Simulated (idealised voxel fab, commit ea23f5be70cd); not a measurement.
A process module follows: voxel gate over fins.
Cross-section cut: width 210 nm, square cells of 5 nm.
The cross-sections in this document take the form of a grid made of square cells. They are written out as bands, in order from top to bottom. Each band consists of one or more rows of cells. Basically the band line says how high the top is and how high the bottom is, in nm, and then what's in it from left to right, every material with its width in nm. Empty space shows up as "air", and if a single material carries "all across" it runs the full band edge to edge. Below 0: as-received wafer, all one material; heights counted from there. Lowest band: no bottom, goes on down, written "0..down". The notation "30 to 40" denotes a width that varies across the rows of cells in the band, beginning at the first number in the top row, finishing at the second number in the bottom row, and changing by an identical amount from each row to the next. "nothing got changed" (step): cross-section cells unchanged, all of them. Entry "Closed void register". Content: empty spaces with no open connection to the top, size 8 cells or greater. Each: width x height at distance. Distance: from left edge. Unit: nm. after a step's settings: what the simulator itself notes on the step. If you see "overlay nm" on a step's line and that step has a mask, it's telling you how far right of where it was planned the mask ended up; a negative number means it went left instead.
## Steps planned for the process
1,RECEIVE: material Si
2,CONFORMAL_DEP: material SiN, thk nm 5
3,DIRECTIONAL_DEP: material aC, thk nm 10
4,PATTERN: tone cover, mask id FINS, material resist, width nm 15, pitch nm 60, thk nm 25, overlay nm 0
5,DIRECTIONAL_ETCH: etch materials aC, depth nm 10
6,STRIP: etch materials resist
7,DIRECTIONAL_ETCH: etch materials SiN, depth nm 5
8,DIRECTIONAL_ETCH: etch materials Si, depth nm 35
9,STRIP: etch materials aC
10,FILL_DEP: material SiO2, thk nm 5
11,CMP: height nm 5
12,DIRECTIONAL_DEP: material aC, thk nm 10
13,PATTERN: tone open, mask id RAIL, material resist, width nm 15, thk nm 25, overlay nm 0
14,DIRECTIONAL_ETCH: etch materials aC, depth nm 10
15,STRIP: etch materials resist
16,DIRECTIONAL_ETCH: etch materials SiO2, depth nm 35
17,STRIP: etch materials aC
18,CONFORMAL_DEP: material TiN, thk nm 5
19,FILL_DEP: material Ru, thk nm 5
20,CMP: height nm 5
21,SELECTIVE_ETCH: etch materials W Ru TiN, depth nm 20
22,FILL_DEP: material SiO2, thk nm 5
23,CMP: height nm 5
24,SELECTIVE_ETCH: etch materials SiO2, depth nm 15
25,STRIP: etch materials SiN
26,CONFORMAL_DEP: material HfO2, thk nm 5
27,CONFORMAL_DEP: material TiN, thk nm 5
28,FILL_DEP: material W, thk nm 10
29,CMP: height nm 15
30,CONFORMAL_DEP: material SiN, thk nm 10
## Cross-section of the wafer as it came to us, i.e., already through step 1
    0..down: Si all across
    Closed void register: none
## As-planned run: cross-section of the first of two wafers at end of module
    25..15: SiN all across
    15..10: W all across
    10..5: 55 of W  35 of TiN  25 of W  35 of TiN  60 of W
    5..0: 55 of W  5 of TiN  25 of HfO2  5 of TiN  25 of W  5 of TiN  25 of HfO2  5 of TiN  60 of W
    0..-5: 60 of TiN  5 of HfO2  15 of Si  5 of HfO2  35 of TiN  5 of HfO2  15 of Si  5 of HfO2  65 of TiN
    -5..-10: 65 of HfO2  15 of Si  45 of HfO2  15 of Si  70 of HfO2
    -10..-15: 65 of SiO2  15 of Si  45 of SiO2  15 of Si  70 of SiO2
    -15..-25: 65 of SiO2  15 of Si  15 of SiO2  5 of TiN  5 of Ru  5 of TiN  15 of SiO2  15 of Si  70 of SiO2
    -25..-30: 65 of SiO2  15 of Si  15 of SiO2  15 of TiN  15 of SiO2  15 of Si  70 of SiO2
    -30..-35: 65 of SiO2  15 of Si  45 of SiO2  15 of Si  70 of SiO2
    -35..down: Si all across
    Closed void register: none
## Wafer two (of two), end-of-module cross-section: start = wafer one, plan = wafer one, one run mistake
    25..15: SiN all across
    15..10: W all across
    10..5: 55 of W  35 of TiN  25 of W  35 of TiN  60 of W
    5..0: 55 of W  5 of TiN  25 of HfO2  5 of TiN  25 of W  5 of TiN  25 of HfO2  5 of TiN  60 of W
    0..-5: 60 of TiN  5 of HfO2  15 of Si  5 of HfO2  35 of TiN  5 of HfO2  15 of Si  5 of HfO2  65 of TiN
    -5..-10: 65 of HfO2  15 of Si  45 of HfO2  15 of Si  70 of HfO2
    -10..-15: 65 of SiO2  15 of Si  45 of SiO2  15 of Si  70 of SiO2
    -15..-25: 65 of SiO2  15 of Si  15 of SiO2  5 of TiN  5 of Ru  5 of TiN  15 of SiO2  15 of Si  70 of SiO2
    -25..-30: 65 of SiO2  15 of Si  15 of SiO2  15 of TiN  15 of SiO2  15 of Si  70 of SiO2
    -30..-70: 65 of SiO2  15 of Si  45 of SiO2  15 of Si  70 of SiO2
    -70..down: Si all across
    Closed void register: none
Misprocessing identified: step 8 of the plan was performed twice
Wrapping up, a cell-based count of both wafers puts the second over or under the first for these materials: -252 Si | +252 SiO2
